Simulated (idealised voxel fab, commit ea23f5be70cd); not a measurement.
process module | voxel spacer lines
cross-section cut | 295 nm wide | cells 5 nm
A cross-section is a grid of square cells, given in bands from the top down. A band is one or more rows of cells.
Each band's line starts with the height of the band's top and of its bottom, in nm. Then come its materials from left to right, each with its width in nm. One material with "throughout" fills the band from edge to edge. "air" is empty space.
Height 0 is the level under which the wafer as received is all one material. The lowest band goes on downwards, as in "0 down".
A width such as "30 to 40" changes by the same amount from each row of cells to the next, from the band's top row to its bottom row.
"no change" after a step means that no cell of the cross-section changed.
closed voids: empty space of 8 cells or more with no open way to the top, each as width x height at its distance from the left edge, in nm
after a step's settings: what the simulator itself notes on the step
overlay nm, on a step with a mask: how far to the right of its planned place the mask lay; to the left if negative
Each pair below shows a cross-section before one step and the cross-section after it, down to the lowest band that changed. The line under each pair gives the step between them, with its settings. The pairs can come from different runs of this module on the same starting wafer, so a pair continues from the pair above only where its "before" says so.
before
  0 down: Si throughout
  closed voids: none
after
  10 to 0: Al2O3 throughout
  below 0: unchanged
  closed voids: none
the step between: op CONFORMAL_DEP | material Al2O3 | thk nm 10
before: the cross-section after the pair above
after
  30 to 10: SiN throughout
  below 10: unchanged
  closed voids: none
the step between: op DIRECTIONAL_DEP | material SiN | thk nm 20
before: the cross-section after the pair above
after
  60 to 30: aC throughout
  below 30: unchanged
  closed voids: none
the step between: op DIRECTIONAL_DEP | material aC | thk nm 30
before: the cross-section after the pair above
after
  100 to 60: air 80 | resist 15 | air 45 | resist 15 | air 45 | resist 15 | air 80
  below 60: unchanged
  closed voids: none
the step between: op PATTERN | tone cover | mask id MANDREL | material resist | width nm 15 | pitch nm 60 | thk nm 40 | overlay nm 0
before: the cross-section after the pair above
after
  70 to 60: air 80 | resist 15 | air 45 | resist 15 | air 45 | resist 15 | air 80
  60 to 30: air 80 | aC 15 | air 45 | aC 15 | air 45 | aC 15 | air 80
  below 30: unchanged
  closed voids: none
the step between: op DIRECTIONAL_ETCH | etch materials aC | depth nm 30
before: the cross-section after the pair above
after
  60 to 30: air 80 | aC 15 | air 45 | aC 15 | air 45 | aC 15 | air 80
  below 30: unchanged
  closed voids: none
the step between: op STRIP | etch materials resist
before: the cross-section after the pair above
after
  75 to 60: air 65 | SiO2 45 | air 15 | SiO2 45 | air 15 | SiO2 45 | air 65
  60 to 45: air 65 | SiO2 15 | aC 15 | SiO2 15 | air 15 | SiO2 15 | aC 15 | SiO2 15 | air 15 | SiO2 15 | aC 15 | SiO2 15 | air 65
  45 to 30: SiO2 80 | aC 15 | SiO2 45 | aC 15 | SiO2 45 | aC 15 | SiO2 80
  below 30: unchanged
  closed voids: none
the step between: op CONFORMAL_DEP | material SiO2 | thk nm 15
before: the cross-section after the pair above
after
  60 to 30: air 65 | SiO2 15 | aC 15 | SiO2 15 | air 15 | SiO2 15 | aC 15 | SiO2 15 | air 15 | SiO2 15 | aC 15 | SiO2 15 | air 65
  below 30: unchanged
  closed voids: none
the step between: op DIRECTIONAL_ETCH | etch materials SiO2 | depth nm 15
before: the cross-section after the pair above
after
  60 to 30: air 65 | SiO2 15 | air 15 | SiO2 15 | air 15 | SiO2 15 | air 15 | SiO2 15 | air 15 | SiO2 15 | air 15 | SiO2 15 | air 65
  below 30: unchanged
  closed voids: none
the step between: op STRIP | etch materials aC
before: the cross-section after the pair above
after
  60 to 30: air 65 | SiO2 15 | air 15 | SiO2 15 | air 15 | SiO2 15 | air 15 | SiO2 15 | air 15 | SiO2 15 | air 15 | SiO2 15 | air 65
  30 to 10: air 65 | SiN 15 | air 15 | SiN 15 | air 15 | SiN 15 | air 15 | SiN 15 | air 15 | SiN 15 | air 15 | SiN 15 | air 65
  below 10: unchanged
  closed voids: none
the step between: op DIRECTIONAL_ETCH | etch materials SiN | depth nm 20
before: the cross-section after the pair above
after
  30 to 10: air 65 | SiN 15 | air 15 | SiN 15 | air 15 | SiN 15 | air 15 | SiN 15 | air 15 | SiN 15 | air 15 | SiN 15 | air 65
  below 10: unchanged
  closed voids: none
the step between: op STRIP | etch materials SiO2
before: the cross-section after the pair above
after
  40 to 30: SiO2 throughout
  30 to 10: SiO2 65 | SiN 15 | SiO2 15 | SiN 15 | SiO2 15 | SiN 15 | SiO2 15 | SiN 15 | SiO2 15 | SiN 15 | SiO2 15 | SiN 15 | SiO2 65
  below 10: unchanged
  closed voids: none
the step between: op FILL_DEP | material SiO2 | thk nm 10
before: the cross-section after the pair above
after
  30 to 10: SiO2 65 | SiN 15 | SiO2 15 | SiN 15 | SiO2 15 | SiN 15 | SiO2 15 | SiN 15 | SiO2 15 | SiN 15 | SiO2 15 | SiN 15 | SiO2 65
  below 10: unchanged
  closed voids: none
the step between: op CMP | height nm 30
before
  0 down: Si throughout
  closed voids: none
after
  20 to 0: SiN throughout
  below 0: unchanged
  closed voids: none
the step between: op DIRECTIONAL_DEP | material SiN | thk nm 20
before: the cross-section after the pair above
after
  50 to 20: aC throughout
  below 20: unchanged
  closed voids: none
the step between: op DIRECTIONAL_DEP | material aC | thk nm 30
before: the cross-section after the pair above
after
  90 to 50: air 80 | resist 15 | air 45 | resist 15 | air 45 | resist 15 | air 80
  below 50: unchanged
  closed voids: none
the step between: op PATTERN | tone cover | mask id MANDREL | material resist | width nm 15 | pitch nm 60 | thk nm 40 | overlay nm 0
before: the cross-section after the pair above
after
  60 to 50: air 80 | resist 15 | air 45 | resist 15 | air 45 | resist 15 | air 80
  50 to 20: air 80 | aC 15 | air 45 | aC 15 | air 45 | aC 15 | air 80
  below 20: unchanged
  closed voids: none
the step between: op DIRECTIONAL_ETCH | etch materials aC | depth nm 30
before: the cross-section after the pair above
after
  50 to 20: air 80 | aC 15 | air 45 | aC 15 | air 45 | aC 15 | air 80
  below 20: unchanged
  closed voids: none
the step between: op STRIP | etch materials resist
before: the cross-section after the pair above
after
  65 to 50: air 65 | SiO2 45 | air 15 | SiO2 45 | air 15 | SiO2 45 | air 65
  50 to 35: air 65 | SiO2 15 | aC 15 | SiO2 15 | air 15 | SiO2 15 | aC 15 | SiO2 15 | air 15 | SiO2 15 | aC 15 | SiO2 15 | air 65
  35 to 20: SiO2 80 | aC 15 | SiO2 45 | aC 15 | SiO2 45 | aC 15 | SiO2 80
  below 20: unchanged
  closed voids: none
the step between: op CONFORMAL_DEP | material SiO2 | thk nm 15
before: the cross-section after the pair above
after
  50 to 20: air 65 | SiO2 15 | aC 15 | SiO2 15 | air 15 | SiO2 15 | aC 15 | SiO2 15 | air 15 | SiO2 15 | aC 15 | SiO2 15 | air 65
  below 20: unchanged
  closed voids: none
the step between: op DIRECTIONAL_ETCH | etch materials SiO2 | depth nm 15
before: the cross-section after the pair above
after
  50 to 20: air 65 | SiO2 15 | air 15 | SiO2 15 | air 15 | SiO2 15 | air 15 | SiO2 15 | air 15 | SiO2 15 | air 15 | SiO2 15 | air 65
  below 20: unchanged
  closed voids: none
the step between: op STRIP | etch materials aC
before: the cross-section after the pair above
after
  50 to 20: air 65 | SiO2 15 | air 15 | SiO2 15 | air 15 | SiO2 15 | air 15 | SiO2 15 | air 15 | SiO2 15 | air 15 | SiO2 15 | air 65
  20 to 0: air 65 | SiN 15 | air 15 | SiN 15 | air 15 | SiN 15 | air 15 | SiN 15 | air 15 | SiN 15 | air 15 | SiN 15 | air 65
  below 0: unchanged
  closed voids: none
the step between: op DIRECTIONAL_ETCH | etch materials SiN | depth nm 20
before: the cross-section after the pair above
after
  20 to 0: air 65 | SiN 15 | air 15 | SiN 15 | air 15 | SiN 15 | air 15 | SiN 15 | air 15 | SiN 15 | air 15 | SiN 15 | air 65
  below 0: unchanged
  closed voids: none
the step between: op STRIP | etch materials SiO2
before: the cross-section after the pair above
after
  30 to 20: SiO2 throughout
  20 to 0: SiO2 65 | SiN 15 | SiO2 15 | SiN 15 | SiO2 15 | SiN 15 | SiO2 15 | SiN 15 | SiO2 15 | SiN 15 | SiO2 15 | SiN 15 | SiO2 65
  below 0: unchanged
  closed voids: none
the step between: op FILL_DEP | material SiO2 | thk nm 10
before
  20 to 0: SiN throughout
  0 down: Si throughout
  closed voids: none
after
  30 to 20: Al2O3 throughout
  below 20: unchanged
  closed voids: none
the step between: op CONFORMAL_DEP | material Al2O3 | thk nm 10
before: the cross-section after the pair above
after
  60 to 30: aC throughout
  below 30: unchanged
  closed voids: none
the step between: op DIRECTIONAL_DEP | material aC | thk nm 30
before: the cross-section after the pair above
after
  100 to 60: air 80 | resist 15 | air 45 | resist 15 | air 45 | resist 15 | air 80
  below 60: unchanged
  closed voids: none
the step between: op PATTERN | tone cover | mask id MANDREL | material resist | width nm 15 | pitch nm 60 | thk nm 40 | overlay nm 0
before: the cross-section after the pair above
after
  70 to 60: air 80 | resist 15 | air 45 | resist 15 | air 45 | resist 15 | air 80
  60 to 30: air 80 | aC 15 | air 45 | aC 15 | air 45 | aC 15 | air 80
  below 30: unchanged
  closed voids: none
the step between: op DIRECTIONAL_ETCH | etch materials aC | depth nm 30
before: the cross-section after the pair above
after
  60 to 30: air 80 | aC 15 | air 45 | aC 15 | air 45 | aC 15 | air 80
  below 30: unchanged
  closed voids: none
the step between: op STRIP | etch materials resist
before: the cross-section after the pair above
after
  75 to 60: air 65 | SiO2 45 | air 15 | SiO2 45 | air 15 | SiO2 45 | air 65
  60 to 45: air 65 | SiO2 15 | aC 15 | SiO2 15 | air 15 | SiO2 15 | aC 15 | SiO2 15 | air 15 | SiO2 15 | aC 15 | SiO2 15 | air 65
  45 to 30: SiO2 80 | aC 15 | SiO2 45 | aC 15 | SiO2 45 | aC 15 | SiO2 80
  below 30: unchanged
  closed voids: none
the step between: op CONFORMAL_DEP | material SiO2 | thk nm 15
before: the cross-section after the pair above
after
  60 to 30: air 65 | SiO2 15 | aC 15 | SiO2 15 | air 15 | SiO2 15 | aC 15 | SiO2 15 | air 15 | SiO2 15 | aC 15 | SiO2 15 | air 65
  below 30: unchanged
  closed voids: none
the step between: op DIRECTIONAL_ETCH | etch materials SiO2 | depth nm 15
before: the cross-section after the pair above
after
  60 to 30: air 65 | SiO2 15 | air 15 | SiO2 15 | air 15 | SiO2 15 | air 15 | SiO2 15 | air 15 | SiO2 15 | air 15 | SiO2 15 | air 65
  below 30: unchanged
  closed voids: none
the step between: op STRIP | etch materials aC
before: the cross-section after the pair above
after
  30 to 20: Al2O3 throughout
  below 20: unchanged
  closed voids: none
the step between: op STRIP | etch materials SiO2
before: the cross-section after the pair above
after
  40 to 30: SiO2 throughout
  below 30: unchanged
  closed voids: none
the step between: op FILL_DEP | material SiO2 | thk nm 10
before: the cross-section after the pair above
after
  30 to 20: Al2O3 throughout
  below 20: unchanged
  closed voids: none
the step between: op CMP | height nm 30
before
  40 to 30: SiO2 throughout
  30 to 10: SiO2 65 | SiN 15 | SiO2 15 | SiN 15 | SiO2 15 | SiN 15 | SiO2 15 | SiN 15 | SiO2 15 | SiN 15 | SiO2 15 | SiN 15 | SiO2 65
  10 to 0: Al2O3 throughout
  0 down: Si throughout
  closed voids: none
after
  20 to 10: SiO2 65 | SiN 15 | SiO2 15 | SiN 15 | SiO2 15 | SiN 15 | SiO2 15 | SiN 15 | SiO2 15 | SiN 15 | SiO2 15 | SiN 15 | SiO2 65
  below 10: unchanged
  closed voids: none
the step between: op CMP | height nm 20
before
  60 to 30: aC throughout
  30 to 10: SiN throughout
  10 to 0: Al2O3 throughout
  0 down: Si throughout
  closed voids: none
after
  100 to 60: air 75 | resist 25 | air 35 | resist 25 | air 35 | resist 25 | air 75
  below 60: unchanged
  closed voids: none
the step between: op PATTERN | tone cover | mask id MANDREL | material resist | width nm 25 | pitch nm 60 | thk nm 40 | overlay nm 0
before: the cross-section after the pair above
after
  70 to 60: air 75 | resist 25 | air 35 | resist 25 | air 35 | resist 25 | air 75
  60 to 30: air 75 | aC 25 | air 35 | aC 25 | air 35 | aC 25 | air 75
  below 30: unchanged
  closed voids: none
the step between: op DIRECTIONAL_ETCH | etch materials aC | depth nm 30
before: the cross-section after the pair above
after
  60 to 30: air 75 | aC 25 | air 35 | aC 25 | air 35 | aC 25 | air 75
  below 30: unchanged
  closed voids: none
the step between: op STRIP | etch materials resist
before: the cross-section after the pair above
after
  75 to 60: air 60 | SiO2 55 | air 5 | SiO2 55 | air 5 | SiO2 55 | air 60
  60 to 45: air 60 | SiO2 15 | aC 25 | SiO2 15 | air 5 | SiO2 15 | aC 25 | SiO2 15 | air 5 | SiO2 15 | aC 25 | SiO2 15 | air 60
  45 to 30: SiO2 75 | aC 25 | SiO2 35 | aC 25 | SiO2 35 | aC 25 | SiO2 75
  below 30: unchanged
  closed voids: none
the step between: op CONFORMAL_DEP | material SiO2 | thk nm 15
before: the cross-section after the pair above
after
  60 to 30: air 60 | SiO2 15 | aC 25 | SiO2 15 | air 5 | SiO2 15 | aC 25 | SiO2 15 | air 5 | SiO2 15 | aC 25 | SiO2 15 | air 60
  below 30: unchanged
  closed voids: none
the step between: op DIRECTIONAL_ETCH | etch materials SiO2 | depth nm 15
before: the cross-section after the pair above
after
  60 to 30: air 60 | SiO2 15 | air 25 | SiO2 15 | air 5 | SiO2 15 | air 25 | SiO2 15 | air 5 | SiO2 15 | air 25 | SiO2 15 | air 60
  below 30: unchanged
  closed voids: none
the step between: op STRIP | etch materials aC
before: the cross-section after the pair above
after
  60 to 30: air 60 | SiO2 15 | air 25 | SiO2 15 | air 5 | SiO2 15 | air 25 | SiO2 15 | air 5 | SiO2 15 | air 25 | SiO2 15 | air 60
  30 to 10: air 60 | SiN 15 | air 25 | SiN 15 | air 5 | SiN 15 | air 25 | SiN 15 | air 5 | SiN 15 | air 25 | SiN 15 | air 60
  below 10: unchanged
  closed voids: none
the step between: op DIRECTIONAL_ETCH | etch materials SiN | depth nm 20
before: the cross-section after the pair above
after
  30 to 10: air 60 | SiN 15 | air 25 | SiN 15 | air 5 | SiN 15 | air 25 | SiN 15 | air 5 | SiN 15 | air 25 | SiN 15 | air 60
  below 10: unchanged
  closed voids: none
the step between: op STRIP | etch materials SiO2
before: the cross-section after the pair above
after
  40 to 30: SiO2 throughout
  30 to 10: SiO2 60 | SiN 15 | SiO2 25 | SiN 15 | SiO2 5 | SiN 15 | SiO2 25 | SiN 15 | SiO2 5 | SiN 15 | SiO2 25 | SiN 15 | SiO2 60
  below 10: unchanged
  closed voids: none
the step between: op FILL_DEP | material SiO2 | thk nm 10
before: the cross-section after the pair above
after
  30 to 10: SiO2 60 | SiN 15 | SiO2 25 | SiN 15 | SiO2 5 | SiN 15 | SiO2 25 | SiN 15 | SiO2 5 | SiN 15 | SiO2 25 | SiN 15 | SiO2 60
  below 10: unchanged
  closed voids: none
the step between: op CMP | height nm 30
before
  60 to 30: aC throughout
  30 to 10: SiN throughout
  10 to 0: Al2O3 throughout
  0 down: Si throughout
  closed voids: none
after
  100 to 60: air 85 | resist 15 | air 45 | resist 15 | air 45 | resist 15 | air 75
  below 60: unchanged
  closed voids: none
the step between: op PATTERN | tone cover | mask id MANDREL | material resist | width nm 15 | pitch nm 60 | thk nm 40 | overlay nm 5
before: the cross-section after the pair above
after
  70 to 60: air 85 | resist 15 | air 45 | resist 15 | air 45 | resist 15 | air 75
  60 to 30: air 85 | aC 15 | air 45 | aC 15 | air 45 | aC 15 | air 75
  below 30: unchanged
  closed voids: none
the step between: op DIRECTIONAL_ETCH | etch materials aC | depth nm 30
before: the cross-section after the pair above
after
  60 to 30: air 85 | aC 15 | air 45 | aC 15 | air 45 | aC 15 | air 75
  below 30: unchanged
  closed voids: none
the step between: op STRIP | etch materials resist
before: the cross-section after the pair above
after
  75 to 60: air 70 | SiO2 45 | air 15 | SiO2 45 | air 15 | SiO2 45 | air 60
  60 to 45: air 70 | SiO2 15 | aC 15 | SiO2 15 | air 15 | SiO2 15 | aC 15 | SiO2 15 | air 15 | SiO2 15 | aC 15 | SiO2 15 | air 60
  45 to 30: SiO2 85 | aC 15 | SiO2 45 | aC 15 | SiO2 45 | aC 15 | SiO2 75
  below 30: unchanged
  closed voids: none
the step between: op CONFORMAL_DEP | material SiO2 | thk nm 15
before: the cross-section after the pair above
after
  60 to 30: air 70 | SiO2 15 | aC 15 | SiO2 15 | air 15 | SiO2 15 | aC 15 | SiO2 15 | air 15 | SiO2 15 | aC 15 | SiO2 15 | air 60
  below 30: unchanged
  closed voids: none
the step between: op DIRECTIONAL_ETCH | etch materials SiO2 | depth nm 15
before: the cross-section after the pair above
after
  60 to 30: air 70 | SiO2 15 | air 15 | SiO2 15 | air 15 | SiO2 15 | air 15 | SiO2 15 | air 15 | SiO2 15 | air 15 | SiO2 15 | air 60
  below 30: unchanged
  closed voids: none
the step between: op STRIP | etch materials aC
before: the cross-section after the pair above
after
  60 to 30: air 70 | SiO2 15 | air 15 | SiO2 15 | air 15 | SiO2 15 | air 15 | SiO2 15 | air 15 | SiO2 15 | air 15 | SiO2 15 | air 60
  30 to 10: air 70 | SiN 15 | air 15 | SiN 15 | air 15 | SiN 15 | air 15 | SiN 15 | air 15 | SiN 15 | air 15 | SiN 15 | air 60
  below 10: unchanged
  closed voids: none
the step between: op DIRECTIONAL_ETCH | etch materials SiN | depth nm 20
before: the cross-section after the pair above
after
  30 to 10: air 70 | SiN 15 | air 15 | SiN 15 | air 15 | SiN 15 | air 15 | SiN 15 | air 15 | SiN 15 | air 15 | SiN 15 | air 60
  below 10: unchanged
  closed voids: none
the step between: op STRIP | etch materials SiO2
before: the cross-section after the pair above
after
  40 to 30: SiO2 throughout
  30 to 10: SiO2 70 | SiN 15 | SiO2 15 | SiN 15 | SiO2 15 | SiN 15 | SiO2 15 | SiN 15 | SiO2 15 | SiN 15 | SiO2 15 | SiN 15 | SiO2 60
  below 10: unchanged
  closed voids: none
the step between: op FILL_DEP | material SiO2 | thk nm 10
before: the cross-section after the pair above
after
  30 to 10: SiO2 70 | SiN 15 | SiO2 15 | SiN 15 | SiO2 15 | SiN 15 | SiO2 15 | SiN 15 | SiO2 15 | SiN 15 | SiO2 15 | SiN 15 | SiO2 60
  below 10: unchanged
  closed voids: none
the step between: op CMP | height nm 30
before
  30 to 10: air 65 | SiN 15 | air 15 | SiN 15 | air 15 | SiN 15 | air 15 | SiN 15 | air 15 | SiN 15 | air 15 | SiN 15 | air 65
  10 to 0: Al2O3 throughout
  0 down: Si throughout
  closed voids: none
after
  40 to 30: aC throughout
  30 to 10: aC 65 | SiN 15 | aC 15 | SiN 15 | aC 15 | SiN 15 | aC 15 | SiN 15 | aC 15 | SiN 15 | aC 15 | SiN 15 | aC 65
  below 10: unchanged
  closed voids: none
the step between: op FILL_DEP | material aC | thk nm 10
before: the cross-section after the pair above
after
  30 to 10: aC 65 | SiN 15 | aC 15 | SiN 15 | aC 15 | SiN 15 | aC 15 | SiN 15 | aC 15 | SiN 15 | aC 15 | SiN 15 | aC 65
  below 10: unchanged
  closed voids: none
the step between: op CMP | height nm 30
